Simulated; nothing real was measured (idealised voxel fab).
Name of the process module below: voxel trench capacitor
Square cell edge 5 nm, section width 215 nm, ID cut.
Cross-section = grid of square cells, listed top down in bands; band = one or more rows. Read a band's entry like this: the first values are the height of its top and the height of its bottom in nm, and what follows is the sequence of materials from left to right, each with its width in nm. Note that "empty" is empty space, and that a single material marked "everywhere" reaches across the band from edge to edge. Note: height 0 marks the level under which the wafer is uniformly one material as received. Lowest band unbounded below, written "0 and below". When a width is written as two numbers, as in "30 to 40", the first number is the width in the top row of cells of the band and the second is the width in its bottom row, and the width changes by the same amount from each row to the next. No cell of the cross-section changed in a step that is given as "no modification". In "Closed void listing" the enclosed voids are listed, meaning empty spaces of 8 cells or larger without any opening to the top. The form is width x height at distance, distance from the left edge, units nm. The remark found on a step's line after its settings is issued by the simulator itself and pertains to that step. overlay nm: mask offset rightward from planned place, masked step; negative means leftward offset.
Set out below are the planned steps of the process:
- 1: RECEIVE [material Si]
- 2: CONFORMAL_DEP [material SiN] [thk nm 10]
- 3: MASKED_ETCH [tone open] [mask id TRENCH] [width nm 30] [pitch nm 45] [etch materials SiN] [depth nm 10] [overlay nm 0]
- 4: MASKED_ETCH [tone open] [mask id TRENCH] [width nm 30] [pitch nm 45] [etch materials Si] [depth nm 25] [overlay nm 0]
- 5: CONFORMAL_DEP [material Al2O3] [thk nm 5]
- 6: CONFORMAL_DEP [material TiN] [thk nm 5]
- 7: FILL_DEP [material W] [thk nm 5]
- 8: CMP [height nm 10]
Here's what the wafer looked like in cross-section when it arrived - that's after step 1:
* 0 and below  Si everywhere
* Closed void listing: none
Below is the wafer in cross-section after the module was completed. It began from the starting point shown above and followed the plan shown above, except that one mistake was made while running it:
* 10 down to 0  SiN: 45  Al2O3: 5  TiN: 5  W: 10  TiN: 5  Al2O3: 5  SiN: 15  Al2O3: 5  TiN: 5  W: 10  TiN: 5  Al2O3: 5  SiN: 15  Al2O3: 5  TiN: 5  W: 10  TiN: 5  Al2O3: 5  SiN: 50
* 0 down to -40  Si: 45  Al2O3: 5  TiN: 5  W: 10  TiN: 5  Al2O3: 5  Si: 15  Al2O3: 5  TiN: 5  W: 10  TiN: 5  Al2O3: 5  Si: 15  Al2O3: 5  TiN: 5  W: 10  TiN: 5  Al2O3: 5  Si: 50
* -40 down to -45  Si: 45  Al2O3: 5  TiN: 20  Al2O3: 5  Si: 15  Al2O3: 5  TiN: 20  Al2O3: 5  Si: 15  Al2O3: 5  TiN: 20  Al2O3: 5  Si: 50
* -45 down to -50  Si: 45  Al2O3: 30  Si: 15  Al2O3: 30  Si: 15  Al2O3: 30  Si: 50
* -50 and below  Si everywhere
* Closed void listing: none
Short version of what went wrong: twice over, step 4 of the plan was run
